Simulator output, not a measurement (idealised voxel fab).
Presented below is a process module, voxel self aligned contacts.
Section shown: cut. Width: 195 nm. Cell size: 5 nm, square.
Throughout this document, each cross-section is represented as a grid of square cells and is presented as a sequence of bands enumerated from the top downward, where a band comprises one or more rows of cells. Heights first: top, then bottom, in nm. Then materials, left to right, each with a width in nm. "edge to edge" on a single material: fills the band edge to edge. "blank": empty space. For the purposes of this specification, 0 denotes the height below which the wafer in its as-received condition is composed wholly of one material, and the lowermost band, lacking a lower limit, extends downward without end, as expressed in "z 0 and below". Quick explanation for "30..40": the width changes in equal steps down the rows of cells, from the first number in the band's top row to the second number in its bottom row. Take "remained the same" at face value: in the step it is given for, the cross-section changed in none of its cells. The label "Trapped cavities" introduces a list of the empty spaces, 8 cells or larger, that have no open way up to the top; each entry in it reads width x height at distance, where the distance is taken from the left edge and all three are stated in nm. after a step's settings: what the simulator itself notes on the step. On any step carrying a mask, the "overlay nm" setting, if present on the step's line, tells how far right of its planned place the mask lay; negative values point to the left.
plan
1 RECEIVE with material Si
2 CONFORMAL_DEP with material SiO2, thk nm 5
3 DIRECTIONAL_DEP with material polySi, thk nm 25
4 DIRECTIONAL_DEP with material SiN, thk nm 25
5 DIRECTIONAL_DEP with material aC, thk nm 15
6 PATTERN with tone cover, mask id GATE, material resist, width nm 25, pitch nm 65, thk nm 35, overlay nm 0
7 DIRECTIONAL_ETCH with etch materials aC, depth nm 15
8 STRIP with etch materials resist
9 DIRECTIONAL_ETCH with etch materials SiN, depth nm 25
10 DIRECTIONAL_ETCH with etch materials polySi, depth nm 25
11 STRIP with etch materials aC
12 CONFORMAL_DEP with material SiN, thk nm 10
13 DIRECTIONAL_ETCH with etch materials SiN, depth nm 10
14 FILL_DEP with material SiO2, thk nm 15
15 CMP with height nm 60
16 MASKED_ETCH with tone open, mask id CONTACT, width nm 50, etch materials SiO2, depth nm 60, overlay nm 0
17 CONFORMAL_DEP with material TiN, thk nm 5
18 FILL_DEP with material Ru, thk nm 5
19 CMP with height nm 60
20 CONFORMAL_DEP with material SiN, thk nm 5
Incoming wafer, cross-sectional view, post step 1
> z 0 and below = Si edge to edge
> Trapped cavities: none
The following cross-section depicts the wafer upon conclusion of the module. Processing commenced from the starting condition illustrated above and adhered to the plan illustrated above, save for one mistake in execution
> z 65 to 60 = SiN edge to edge
> z 60 to 55 = SiO2=70; TiN=20; Ru=10; TiN=20; SiO2=75
> z 55 to 30 = SiO2=40; SiN=45; TiN=5; Ru=10; TiN=5; SiN=45; SiO2=45
> z 30 to 15 = SiO2=40; SiN=10; polySi=25; SiN=10; TiN=5; Ru=10; TiN=5; SiN=10; polySi=25; SiN=10; SiO2=45
> z 15 to 10 = SiO2=40; SiN=10; polySi=25; SiN=10; TiN=20; SiN=10; polySi=25; SiN=10; SiO2=45
> z 10 to 5 = polySi edge to edge
> z 5 to 0 = SiO2 edge to edge
> z 0 and below = Si edge to edge
> Trapped cavities: none
Run error: step 10 ran as: DIRECTIONAL_ETCH with etch materials polySi, depth nm 20
